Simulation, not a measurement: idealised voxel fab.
Name of the process module below: voxel wiring stack
Section cut is 260 nm wide and gridded with 5 nm square cells.
For the purposes of this document, a cross-section shall be understood as a grid of square cells, specified as bands listed in top-to-bottom order, each band consisting of one or more rows of cells. The entry gives the band's vertical extent as a top height and a bottom height in nm, then its horizontal make-up as materials from left to right, each with a width in nm. "blank" stands for empty space; a single material marked "everywhere" fills the band edge to edge. Height is counted from the level 0, under which the received wafer is composed throughout of one material. The lowest of the bands is not closed at the bottom but continues downward, in the notation "0 and below". So if you see something like "30->40" for the width, read it as the top row of the band sitting at the first number and the bottom row at the second, with every row in between moving by the same amount as the last. "nothing got changed" -> step changed no cross-section cell. The label "Enclosed void listing" introduces a list of the empty spaces, 8 cells or larger, that have no open way up to the top; each entry in it reads width x height at distance, where the distance is taken from the left edge and all three are stated in nm. Read whatever lies past the settings on a step's line as the simulator's own remark about the step. The "overlay nm" setting may appear on a step's line; for a step that uses a mask, it gives how far to the right of its planned position the mask lay, and a negative value indicates the left.

**Planned process steps**
1. RECEIVE with material Si
2. CONFORMAL_DEP with material SiO2, thk nm 15
3. DIRECTIONAL_DEP with material TiN, thk nm 5
4. DIRECTIONAL_DEP with material W, thk nm 25
5. MASKED_ETCH with tone cover, mask id METAL_1, width nm 30, pitch nm 55, etch materials W, depth nm 25, overlay nm 0
6. MASKED_ETCH with tone cover, mask id METAL_1, width nm 30, pitch nm 55, etch materials TiN, depth nm 5, overlay nm 0
7. FILL_DEP with material lowk, thk nm 5
8. CMP with height nm 45
9. CONFORMAL_DEP with material SiCN, thk nm 5
10. DIRECTIONAL_DEP with material lowk, thk nm 10
11. MASKED_ETCH with tone open, mask id PLUG_1, width nm 15, etch materials lowk, depth nm 10, overlay nm 0
12. MASKED_ETCH with tone open, mask id PLUG_1, width nm 15, etch materials SiCN, depth nm 5, overlay nm 0
13. EPI with material Ru, thk nm 10
14. EPI with material Ru, thk nm 5
15. DIRECTIONAL_DEP with material TiN, thk nm 5
16. DIRECTIONAL_DEP with material W, thk nm 15
17. PATTERN with tone cover, mask id METAL_2, material resist, width nm 30, pitch nm 55, thk nm 15, overlay nm 0
18. DIRECTIONAL_ETCH with etch materials W, depth nm 15
19. DIRECTIONAL_ETCH with etch materials TiN, depth nm 5
20. STRIP with etch materials resist
21. FILL_DEP with material lowk, thk nm 10
22. CMP with height nm 80
23. CONFORMAL_DEP with material SiCN, thk nm 5
24. DIRECTIONAL_DEP with material lowk, thk nm 15
25. PATTERN with tone open, mask id PLUG_2, material resist, width nm 15, pitch nm 55, thk nm 20, overlay nm 0
26. DIRECTIONAL_ETCH with etch materials lowk, depth nm 15
27. DIRECTIONAL_ETCH with etch materials SiCN, depth nm 5
28. STRIP with etch materials resist
29. EPI with material Ru, thk nm 10
30. EPI with material Ru, thk nm 10
31. CONFORMAL_DEP with material SiCN, thk nm 5
32. DIRECTIONAL_DEP with material lowk, thk nm 20
33. DIRECTIONAL_DEP with material aC, thk nm 10
34. PATTERN with tone open, mask id METAL_3, material resist, width nm 30, pitch nm 55, thk nm 25, overlay nm 0
35. DIRECTIONAL_ETCH with etch materials aC, depth nm 10
36. STRIP with etch materials resist
37. DIRECTIONAL_ETCH with etch materials lowk, depth nm 20
38. DIRECTIONAL_ETCH with etch materials SiCN, depth nm 5
39. STRIP with etch materials aC
40. CONFORMAL_DEP with material TiN, thk nm 5
41. FILL_DEP with material Ru, thk nm 10
42. CMP with height nm 125
43. CONFORMAL_DEP with material SiCN, thk nm 5
44. DIRECTIONAL_DEP with material SiO2, thk nm 10
45. MASKED_ETCH with tone open, mask id PLUG_3, width nm 15, pitch nm 55, etch materials SiO2, depth nm 10, overlay nm 0
46. MASKED_ETCH with tone open, mask id PLUG_3, width nm 15, pitch nm 55, etch materials SiCN, depth nm 5, overlay nm 0
47. CONFORMAL_DEP with material TiN, thk nm 5
48. FILL_DEP with material W, thk nm 10
49. CMP with height nm 140
50. CONFORMAL_DEP with material SiN, thk nm 5
51. DIRECTIONAL_DEP with material SiO2, thk nm 20
52. PATTERN with tone open, mask id METAL_4, material resist, width nm 30, pitch nm 55, thk nm 20, overlay nm 0
53. DIRECTIONAL_ETCH with etch materials SiO2, depth nm 20
54. DIRECTIONAL_ETCH with etch materials SiN, depth nm 5
55. STRIP with etch materials resist
56. CONFORMAL_DEP with material TiN, thk nm 5
57. FILL_DEP with material Cu, thk nm 10
58. CMP with height nm 165
59. EPI with material Ru, thk nm 5
60. FILL_DEP with material SiCN, thk nm 5

**Below: the first of two wafers, run as planned**

**Wafer as received: cross-section following step 1**
- 0 and below: Si everywhere
- Enclosed void listing: none

**Sectional view: wafer, after step 2**
- 15 down to 0: SiO2 everywhere
- Beneath the level 0, the cross-section is identical to its previous state.

**Sectional view: wafer, after step 3**
- 20 down to 15: TiN everywhere
- Beneath the level 15, the cross-section is identical to its previous state.

**Sectional view: wafer, after step 4**
- 45 down to 20: W everywhere
- Beneath the level 20, the cross-section is identical to its previous state.

**Sectional view: wafer, after step 5**
- 45 down to 20: blank 85 | W 30 | blank 25 | W 30 | blank 90
- Beneath the level 20, the cross-section is identical to its previous state.

**Sectional view: wafer, after step 6**
- 45 down to 20: blank 85 | W 30 | blank 25 | W 30 | blank 90
- 20 down to 15: blank 85 | TiN 30 | blank 25 | TiN 30 | blank 90
- Beneath the level 15, the cross-section is identical to its previous state.

**Sectional view: wafer, after step 7**
- 50 down to 45: lowk everywhere
- 45 down to 20: lowk 85 | W 30 | lowk 25 | W 30 | lowk 90
- 20 down to 15: lowk 85 | TiN 30 | lowk 25 | TiN 30 | lowk 90
- Beneath the level 15, the cross-section is identical to its previous state.

**Sectional view: wafer, after step 8**
- 45 down to 20: lowk 85 | W 30 | lowk 25 | W 30 | lowk 90
- Beneath the level 20, the cross-section is identical to its previous state.

**Sectional view: wafer, after step 9**
- 50 down to 45: SiCN everywhere
- Beneath the level 45, the cross-section is identical to its previous state.

**Sectional view: wafer, after step 10**
- 60 down to 50: lowk everywhere
- Beneath the level 50, the cross-section is identical to its previous state.

**Sectional view: wafer, after step 11**
- 60 down to 50: lowk 85 | blank 15 | lowk 160
- Beneath the level 50, the cross-section is identical to its previous state.

**Sectional view: wafer, after step 12**
- 60 down to 50: lowk 85 | blank 15 | lowk 160
- 50 down to 45: SiCN 85 | blank 15 | SiCN 160
- Beneath the level 45, the cross-section is identical to its previous state.

**Sectional view: wafer, after step 13**
- 60 down to 55: lowk 85 | blank 15 | lowk 160
- 55 down to 50: lowk 85 | Ru 15 | lowk 160
- 50 down to 45: SiCN 85 | Ru 15 | SiCN 160
- Beneath the level 45, the cross-section is identical to its previous state.

**Sectional view: wafer, after step 14**
- 60 down to 50: lowk 85 | Ru 15 | lowk 160
- Beneath the level 50, the cross-section is identical to its previous state.

**Sectional view: wafer, after step 15**
- 65 down to 60: TiN everywhere
- Beneath the level 60, the cross-section is identical to its previous state.

**Sectional view: wafer, after step 16**
- 80 down to 65: W everywhere
- Beneath the level 65, the cross-section is identical to its previous state.

**Sectional view: wafer, after step 17**
- 95 down to 80: blank 85 | resist 30 | blank 25 | resist 30 | blank 90
- Beneath the level 80, the cross-section is identical to its previous state.

**Sectional view: wafer, after step 18**
- 95 down to 80: blank 85 | resist 30 | blank 25 | resist 30 | blank 90
- 80 down to 65: blank 85 | W 30 | blank 25 | W 30 | blank 90
- Beneath the level 65, the cross-section is identical to its previous state.

**Sectional view: wafer, after step 19**
- 95 down to 80: blank 85 | resist 30 | blank 25 | resist 30 | blank 90
- 80 down to 65: blank 85 | W 30 | blank 25 | W 30 | blank 90
- 65 down to 60: blank 85 | TiN 30 | blank 25 | TiN 30 | blank 90
- Beneath the level 60, the cross-section is identical to its previous state.

**Sectional view: wafer, after step 20**
- 80 down to 65: blank 85 | W 30 | blank 25 | W 30 | blank 90
- Beneath the level 65, the cross-section is identical to its previous state.

**Sectional view: wafer, after step 21**
- 90 down to 80: lowk everywhere
- 80 down to 65: lowk 85 | W 30 | lowk 25 | W 30 | lowk 90
- 65 down to 60: lowk 85 | TiN 30 | lowk 25 | TiN 30 | lowk 90
- Beneath the level 60, the cross-section is identical to its previous state.

**Sectional view: wafer, after step 22**
- 80 down to 65: lowk 85 | W 30 | lowk 25 | W 30 | lowk 90
- Beneath the level 65, the cross-section is identical to its previous state.

**Sectional view: wafer, after step 23**
- 85 down to 80: SiCN everywhere
- Beneath the level 80, the cross-section is identical to its previous state.

**Sectional view: wafer, after step 24**
- 100 down to 85: lowk everywhere
- Beneath the level 85, the cross-section is identical to its previous state.

**Sectional view: wafer, after step 25**
- 120 down to 100: resist 85 | blank 15 | resist 40 | blank 15 | resist 105
- Beneath the level 100, the cross-section is identical to its previous state.

**Sectional view: wafer, after step 26**
- 120 down to 100: resist 85 | blank 15 | resist 40 | blank 15 | resist 105
- 100 down to 85: lowk 85 | blank 15 | lowk 40 | blank 15 | lowk 105
- Beneath the level 85, the cross-section is identical to its previous state.

**Sectional view: wafer, after step 27**
- 120 down to 100: resist 85 | blank 15 | resist 40 | blank 15 | resist 105
- 100 down to 85: lowk 85 | blank 15 | lowk 40 | blank 15 | lowk 105
- 85 down to 80: SiCN 85 | blank 15 | SiCN 40 | blank 15 | SiCN 105
- Beneath the level 80, the cross-section is identical to its previous state.

**Sectional view: wafer, after step 28**
- 100 down to 85: lowk 85 | blank 15 | lowk 40 | blank 15 | lowk 105
- Beneath the level 85, the cross-section is identical to its previous state.

**Sectional view: wafer, after step 29**
- 100 down to 90: lowk 85 | blank 15 | lowk 40 | blank 15 | lowk 105
- 90 down to 85: lowk 85 | Ru 15 | lowk 40 | Ru 15 | lowk 105
- 85 down to 80: SiCN 85 | Ru 15 | SiCN 40 | Ru 15 | SiCN 105
- Beneath the level 80, the cross-section is identical to its previous state.

**Sectional view: wafer, after step 30**
- 100 down to 85: lowk 85 | Ru 15 | lowk 40 | Ru 15 | lowk 105
- Beneath the level 85, the cross-section is identical to its previous state.

**Sectional view: wafer, after step 31**
- 105 down to 100: SiCN everywhere
- Beneath the level 100, the cross-section is identical to its previous state.

**Sectional view: wafer, after step 32**
- 125 down to 105: lowk everywhere
- Beneath the level 105, the cross-section is identical to its previous state.

**Sectional view: wafer, after step 33**
- 135 down to 125: aC everywhere
- Beneath the level 125, the cross-section is identical to its previous state.

**Sectional view: wafer, after step 34**
- 160 down to 135: resist 85 | blank 30 | resist 25 | blank 30 | resist 90
- Beneath the level 135, the cross-section is identical to its previous state.

**Sectional view: wafer, after step 35**
- 150 down to 135: resist 85 | blank 30 | resist 25 | blank 30 | resist 90
- 135 down to 125: aC 85 | blank 30 | aC 25 | blank 30 | aC 90
- Beneath the level 125, the cross-section is identical to its previous state.

**Sectional view: wafer, after step 36**
- 135 down to 125: aC 85 | blank 30 | aC 25 | blank 30 | aC 90
- Beneath the level 125, the cross-section is identical to its previous state.

**Sectional view: wafer, after step 37**
- 135 down to 125: aC 85 | blank 30 | aC 25 | blank 30 | aC 90
- 125 down to 105: lowk 85 | blank 30 | lowk 25 | blank 30 | lowk 90
- Beneath the level 105, the cross-section is identical to its previous state.

**Sectional view: wafer, after step 38**
- 135 down to 125: aC 85 | blank 30 | aC 25 | blank 30 | aC 90
- 125 down to 105: lowk 85 | blank 30 | lowk 25 | blank 30 | lowk 90
- 105 down to 100: SiCN 85 | blank 30 | SiCN 25 | blank 30 | SiCN 90
- Beneath the level 100, the cross-section is identical to its previous state.

**Sectional view: wafer, after step 39**
- 125 down to 105: lowk 85 | blank 30 | lowk 25 | blank 30 | lowk 90
- Beneath the level 105, the cross-section is identical to its previous state.

**Sectional view: wafer, after step 40**
- 130 down to 125: TiN 90 | blank 20 | TiN 35 | blank 20 | TiN 95
- 125 down to 105: lowk 85 | TiN 5 | blank 20 | TiN 5 | lowk 25 | TiN 5 | blank 20 | TiN 5 | lowk 90
- 105 down to 100: SiCN 85 | TiN 30 | SiCN 25 | TiN 30 | SiCN 90
- Beneath the level 100, the cross-section is identical to its previous state.

**Sectional view: wafer, after step 41**
- 140 down to 130: Ru everywhere
- 130 down to 125: TiN 90 | Ru 20 | TiN 35 | Ru 20 | TiN 95
- 125 down to 105: lowk 85 | TiN 5 | Ru 20 | TiN 5 | lowk 25 | TiN 5 | Ru 20 | TiN 5 | lowk 90
- Beneath the level 105, the cross-section is identical to its previous state.

**Sectional view: wafer, after step 42**
- 125 down to 105: lowk 85 | TiN 5 | Ru 20 | TiN 5 | lowk 25 | TiN 5 | Ru 20 | TiN 5 | lowk 90
- Beneath the level 105, the cross-section is identical to its previous state.

**Sectional view: wafer, after step 43**
- 130 down to 125: SiCN everywhere
- Beneath the level 125, the cross-section is identical to its previous state.

**Sectional view: wafer, after step 44**
- 140 down to 130: SiO2 everywhere
- Beneath the level 130, the cross-section is identical to its previous state.

**Sectional view: wafer, after step 45**
- 140 down to 130: SiO2 85 | blank 15 | SiO2 40 | blank 15 | SiO2 105
- Beneath the level 130, the cross-section is identical to its previous state.

**Sectional view: wafer, after step 46**
- 140 down to 130: SiO2 85 | blank 15 | SiO2 40 | blank 15 | SiO2 105
- 130 down to 125: SiCN 85 | blank 15 | SiCN 40 | blank 15 | SiCN 105
- Beneath the level 125, the cross-section is identical to its previous state.

**Sectional view: wafer, after step 47**
- 145 down to 140: TiN 90 | blank 5 | TiN 50 | blank 5 | TiN 110
- 140 down to 130: SiO2 85 | TiN 5 | blank 5 | TiN 5 | SiO2 40 | TiN 5 | blank 5 | TiN 5 | SiO2 105
- 130 down to 125: SiCN 85 | TiN 15 | SiCN 40 | TiN 15 | SiCN 105
- Beneath the level 125, the cross-section is identical to its previous state.

**Sectional view: wafer, after step 48**
- 155 down to 145: W everywhere
- 145 down to 140: TiN 90 | W 5 | TiN 50 | W 5 | TiN 110
- 140 down to 130: SiO2 85 | TiN 5 | W 5 | TiN 5 | SiO2 40 | TiN 5 | W 5 | TiN 5 | SiO2 105
- Beneath the level 130, the cross-section is identical to its previous state.

**Sectional view: wafer, after step 49**
- 140 down to 130: SiO2 85 | TiN 5 | W 5 | TiN 5 | SiO2 40 | TiN 5 | W 5 | TiN 5 | SiO2 105
- Beneath the level 130, the cross-section is identical to its previous state.

**Sectional view: wafer, after step 50**
- 145 down to 140: SiN everywhere
- Beneath the level 140, the cross-section is identical to its previous state.

**Sectional view: wafer, after step 51**
- 165 down to 145: SiO2 everywhere
- Beneath the level 145, the cross-section is identical to its previous state.

**Sectional view: wafer, after step 52**
- 185 down to 165: resist 85 | blank 30 | resist 25 | blank 30 | resist 90
- Beneath the level 165, the cross-section is identical to its previous state.

**Sectional view: wafer, after step 53**
- 185 down to 165: resist 85 | blank 30 | resist 25 | blank 30 | resist 90
- 165 down to 145: SiO2 85 | blank 30 | SiO2 25 | blank 30 | SiO2 90
- Beneath the level 145, the cross-section is identical to its previous state.

**Sectional view: wafer, after step 54**
- 185 down to 165: resist 85 | blank 30 | resist 25 | blank 30 | resist 90
- 165 down to 145: SiO2 85 | blank 30 | SiO2 25 | blank 30 | SiO2 90
- 145 down to 140: SiN 85 | blank 30 | SiN 25 | blank 30 | SiN 90
- Beneath the level 140, the cross-section is identical to its previous state.

**Sectional view: wafer, after step 55**
- 165 down to 145: SiO2 85 | blank 30 | SiO2 25 | blank 30 | SiO2 90
- Beneath the level 145, the cross-section is identical to its previous state.

**Sectional view: wafer, after step 56**
- 170 down to 165: TiN 90 | blank 20 | TiN 35 | blank 20 | TiN 95
- 165 down to 145: SiO2 85 | TiN 5 | blank 20 | TiN 5 | SiO2 25 | TiN 5 | blank 20 | TiN 5 | SiO2 90
- 145 down to 140: SiN 85 | TiN 30 | SiN 25 | TiN 30 | SiN 90
- Beneath the level 140, the cross-section is identical to its previous state.

**Sectional view: wafer, after step 57**
- 180 down to 170: Cu everywhere
- 170 down to 165: TiN 90 | Cu 20 | TiN 35 | Cu 20 | TiN 95
- 165 down to 145: SiO2 85 | TiN 5 | Cu 20 | TiN 5 | SiO2 25 | TiN 5 | Cu 20 | TiN 5 | SiO2 90
- Beneath the level 145, the cross-section is identical to its previous state.

**Sectional view: wafer, after step 58**
- 165 down to 145: SiO2 85 | TiN 5 | Cu 20 | TiN 5 | SiO2 25 | TiN 5 | Cu 20 | TiN 5 | SiO2 90
- Beneath the level 145, the cross-section is identical to its previous state.

**Sectional view: wafer, after step 59**
- 170 down to 165: blank 80 | Ru 40 | blank 15 | Ru 40 | blank 85
- Beneath the level 165, the cross-section is identical to its previous state.

**Sectional view: wafer, after step 60**
- 175 down to 170: SiCN everywhere
- 170 down to 165: SiCN 80 | Ru 40 | SiCN 15 | Ru 40 | SiCN 85
- Beneath the level 165, the cross-section is identical to its previous state.

**What follows concerns the second wafer, which started out like the first and was meant to follow the very same plan; one mistake crept in when it was run, but everything up to and including step 33 is the same as for the first wafer**

**Second wafer profile in section, at the moment step 34 of the plan was meant to be complete**
- 160 down to 135: resist 90 | blank 20 | resist 35 | blank 20 | resist 95
- Beneath the level 135, the cross-section is identical to its previous state.

**Second wafer profile in section, at the moment step 35 of the plan was meant to be complete**
- 150 down to 135: resist 90 | blank 20 | resist 35 | blank 20 | resist 95
- 135 down to 125: aC 90 | blank 20 | aC 35 | blank 20 | aC 95
- Beneath the level 125, the cross-section is identical to its previous state.

**Second wafer profile in section, at the moment step 36 of the plan was meant to be complete**
- 135 down to 125: aC 90 | blank 20 | aC 35 | blank 20 | aC 95
- Beneath the level 125, the cross-section is identical to its previous state.

**Second wafer profile in section, at the moment step 37 of the plan was meant to be complete**
- 135 down to 125: aC 90 | blank 20 | aC 35 | blank 20 | aC 95
- 125 down to 105: lowk 90 | blank 20 | lowk 35 | blank 20 | lowk 95
- Beneath the level 105, the cross-section is identical to its previous state.

**Second wafer profile in section, at the moment step 38 of the plan was meant to be complete**
- 135 down to 125: aC 90 | blank 20 | aC 35 | blank 20 | aC 95
- 125 down to 105: lowk 90 | blank 20 | lowk 35 | blank 20 | lowk 95
- 105 down to 100: SiCN 90 | blank 20 | SiCN 35 | blank 20 | SiCN 95
- Beneath the level 100, the cross-section is identical to its previous state.

**Second wafer profile in section, at the moment step 39 of the plan was meant to be complete**
- 125 down to 105: lowk 90 | blank 20 | lowk 35 | blank 20 | lowk 95
- Beneath the level 105, the cross-section is identical to its previous state.

**Second wafer profile in section, at the moment step 40 of the plan was meant to be complete**
- 130 down to 125: TiN 95 | blank 10 | TiN 45 | blank 10 | TiN 100
- 125 down to 105: lowk 90 | TiN 5 | blank 10 | TiN 5 | lowk 35 | TiN 5 | blank 10 | TiN 5 | lowk 95
- 105 down to 100: SiCN 90 | TiN 20 | SiCN 35 | TiN 20 | SiCN 95
- Beneath the level 100, the cross-section is identical to its previous state.

**Second wafer profile in section, at the moment step 41 of the plan was meant to be complete**
- 140 down to 130: Ru everywhere
- 130 down to 125: TiN 95 | Ru 10 | TiN 45 | Ru 10 | TiN 100
- 125 down to 105: lowk 90 | TiN 5 | Ru 10 | TiN 5 | lowk 35 | TiN 5 | Ru 10 | TiN 5 | lowk 95
- Beneath the level 105, the cross-section is identical to its previous state.

**Second wafer profile in section, at the moment step 42 of the plan was meant to be complete**
- 125 down to 105: lowk 90 | TiN 5 | Ru 10 | TiN 5 | lowk 35 | TiN 5 | Ru 10 | TiN 5 | lowk 95
- Beneath the level 105, the cross-section is identical to its previous state.

**Second wafer profile in section, at the moment step 43 of the plan was meant to be complete**
- 130 down to 125: SiCN everywhere
- Beneath the level 125, the cross-section is identical to its previous state.

**Second wafer profile in section, at the moment step 44 of the plan was meant to be complete**
- 140 down to 130: SiO2 everywhere
- Beneath the level 130, the cross-section is identical to its previous state.

**Second wafer profile in section, at the moment step 45 of the plan was meant to be complete**
- 140 down to 130: SiO2 85 | blank 15 | SiO2 40 | blank 15 | SiO2 105
- Beneath the level 130, the cross-section is identical to its previous state.

**Second wafer profile in section, at the moment step 46 of the plan was meant to be complete**
- 140 down to 130: SiO2 85 | blank 15 | SiO2 40 | blank 15 | SiO2 105
- 130 down to 125: SiCN 85 | blank 15 | SiCN 40 | blank 15 | SiCN 105
- Beneath the level 125, the cross-section is identical to its previous state.

**Second wafer profile in section, at the moment step 47 of the plan was meant to be complete**
- 145 down to 140: TiN 90 | blank 5 | TiN 50 | blank 5 | TiN 110
- 140 down to 130: SiO2 85 | TiN 5 | blank 5 | TiN 5 | SiO2 40 | TiN 5 | blank 5 | TiN 5 | SiO2 105
- 130 down to 125: SiCN 85 | TiN 15 | SiCN 40 | TiN 15 | SiCN 105
- Beneath the level 125, the cross-section is identical to its previous state.

**Second wafer profile in section, at the moment step 48 of the plan was meant to be complete**
- 155 down to 145: W everywhere
- 145 down to 140: TiN 90 | W 5 | TiN 50 | W 5 | TiN 110
- 140 down to 130: SiO2 85 | TiN 5 | W 5 | TiN 5 | SiO2 40 | TiN 5 | W 5 | TiN 5 | SiO2 105
- Beneath the level 130, the cross-section is identical to its previous state.

**Second wafer profile in section, at the moment step 49 of the plan was meant to be complete**
- 140 down to 130: SiO2 85 | TiN 5 | W 5 | TiN 5 | SiO2 40 | TiN 5 | W 5 | TiN 5 | SiO2 105
- Beneath the level 130, the cross-section is identical to its previous state.

**Second wafer profile in section, at the moment step 50 of the plan was meant to be complete**
- 145 down to 140: SiN everywhere
- Beneath the level 140, the cross-section is identical to its previous state.

**Second wafer profile in section, at the moment step 51 of the plan was meant to be complete**
- 165 down to 145: SiO2 everywhere
- Beneath the level 145, the cross-section is identical to its previous state.

**Second wafer profile in section, at the moment step 52 of the plan was meant to be complete**
- 185 down to 165: resist 85 | blank 30 | resist 25 | blank 30 | resist 90
- Beneath the level 165, the cross-section is identical to its previous state.

**Second wafer profile in section, at the moment step 53 of the plan was meant to be complete**
- 185 down to 165: resist 85 | blank 30 | resist 25 | blank 30 | resist 90
- 165 down to 145: SiO2 85 | blank 30 | SiO2 25 | blank 30 | SiO2 90
- Beneath the level 145, the cross-section is identical to its previous state.

**Second wafer profile in section, at the moment step 54 of the plan was meant to be complete**
- 185 down to 165: resist 85 | blank 30 | resist 25 | blank 30 | resist 90
- 165 down to 145: SiO2 85 | blank 30 | SiO2 25 | blank 30 | SiO2 90
- 145 down to 140: SiN 85 | blank 30 | SiN 25 | blank 30 | SiN 90
- Beneath the level 140, the cross-section is identical to its previous state.

**Second wafer profile in section, at the moment step 55 of the plan was meant to be complete**
- 165 down to 145: SiO2 85 | blank 30 | SiO2 25 | blank 30 | SiO2 90
- Beneath the level 145, the cross-section is identical to its previous state.

**Second wafer profile in section, at the moment step 56 of the plan was meant to be complete**
- 170 down to 165: TiN 90 | blank 20 | TiN 35 | blank 20 | TiN 95
- 165 down to 145: SiO2 85 | TiN 5 | blank 20 | TiN 5 | SiO2 25 | TiN 5 | blank 20 | TiN 5 | SiO2 90
- 145 down to 140: SiN 85 | TiN 30 | SiN 25 | TiN 30 | SiN 90
- Beneath the level 140, the cross-section is identical to its previous state.

**Second wafer profile in section, at the moment step 57 of the plan was meant to be complete**
- 180 down to 170: Cu everywhere
- 170 down to 165: TiN 90 | Cu 20 | TiN 35 | Cu 20 | TiN 95
- 165 down to 145: SiO2 85 | TiN 5 | Cu 20 | TiN 5 | SiO2 25 | TiN 5 | Cu 20 | TiN 5 | SiO2 90
- Beneath the level 145, the cross-section is identical to its previous state.

**Second wafer profile in section, at the moment step 58 of the plan was meant to be complete**
- 165 down to 145: SiO2 85 | TiN 5 | Cu 20 | TiN 5 | SiO2 25 | TiN 5 | Cu 20 | TiN 5 | SiO2 90
- Beneath the level 145, the cross-section is identical to its previous state.

**Second wafer profile in section, at the moment step 59 of the plan was meant to be complete**
- 170 down to 165: blank 80 | Ru 40 | blank 15 | Ru 40 | blank 85
- Beneath the level 165, the cross-section is identical to its previous state.

**Second wafer profile in section, at the moment step 60 of the plan was meant to be complete**
- 175 down to 170: SiCN everywhere
- 170 down to 165: SiCN 80 | Ru 40 | SiCN 15 | Ru 40 | SiCN 85
- Beneath the level 165, the cross-section is identical to its previous state.
Short version of what went wrong: it should be noted that step 34 was executed with settings other than those planned, the operation and settings actually applied being PATTERN with tone open, mask id METAL_3, material resist, width nm 20, pitch nm 55, thk nm 25, overlay nm 0
End check, counted in cells, second wafer has more or fewer of these materials than the first: -16 Ru; +4 SiCN; -4 TiN; +16 lowk
